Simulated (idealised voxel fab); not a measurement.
process module | voxel tone inversion
cross-section cut | 210 nm wide | cells 5 nm
A cross-section is a grid of square cells, given in bands from the top down. A band is one or more rows of cells.
Each band's line starts with the height of the band's top and of its bottom, in nm. Then come its materials from left to right, each with its width in nm. One material with "throughout" fills the band from edge to edge. "air" is empty space.
Height 0 is the level under which the wafer as received is all one material. The lowest band goes on downwards, as in "0 down".
A width such as "30 to 40" changes by the same amount from each row of cells to the next, from the band's top row to its bottom row.
"no change" after a step means that no cell of the cross-section changed.
closed voids: empty space of 8 cells or more with no open way to the top, each as width x height at its distance from the left edge, in nm
after a step's settings: what the simulator itself notes on the step
overlay nm, on a step with a mask: how far to the right of its planned place the mask lay; to the left if negative
plan
1 op RECEIVE | material Si
2 op CONFORMAL_DEP | material SiCN | thk nm 10
3 op DIRECTIONAL_DEP | material aC | thk nm 15
4 op PATTERN | tone cover | mask id POSTS | material resist | width nm 15 | pitch nm 30 | thk nm 25 | overlay nm 0
5 op DIRECTIONAL_ETCH | etch materials aC | depth nm 15
6 op STRIP | etch materials resist
7 op FILL_DEP | material lowk | thk nm 10
8 op CMP | height nm 25
9 op STRIP | etch materials aC
first wafer, as planned
as received, after step 1
  0 down: Si throughout
  closed voids: none
after step 2
  10 to 0: SiCN throughout
  below 0: unchanged
after step 3
  25 to 10: aC throughout
  below 10: unchanged
after step 4
  50 to 25: air 80 | resist 15 | air 15 | resist 15 | air 85
  below 25: unchanged
after step 5
  35 to 25: air 80 | resist 15 | air 15 | resist 15 | air 85
  25 to 10: air 80 | aC 15 | air 15 | aC 15 | air 85
  below 10: unchanged
after step 6
  25 to 10: air 80 | aC 15 | air 15 | aC 15 | air 85
  below 10: unchanged
after step 7
  35 to 25: lowk throughout
  25 to 10: lowk 80 | aC 15 | lowk 15 | aC 15 | lowk 85
  below 10: unchanged
after step 8
  25 to 10: lowk 80 | aC 15 | lowk 15 | aC 15 | lowk 85
  below 10: unchanged
after step 9
  25 to 10: lowk 80 | air 15 | lowk 15 | air 15 | lowk 85
  below 10: unchanged
second wafer: like start, like plan, one mistake. Through step 2 it matches the first wafer
when step 3 should have ended
  25 to 10: lowk throughout
  below 10: unchanged
when step 4 should have ended
  50 to 25: air 80 | resist 15 | air 15 | resist 15 | air 85
  below 25: unchanged
when step 5 should have ended
  35 to 25: air 80 | resist 15 | air 15 | resist 15 | air 85
  below 25: unchanged
when step 6 should have ended
  25 to 10: lowk throughout
  below 10: unchanged
when step 7 should have ended
  35 to 10: lowk throughout
  below 10: unchanged
when step 8 should have ended
  25 to 10: lowk throughout
  below 10: unchanged
when step 9 should have ended: no change
what went wrong: step 3 ran as: op DIRECTIONAL_DEP | material lowk | thk nm 15
at the end the second wafer has, in cells: 18 more of lowk
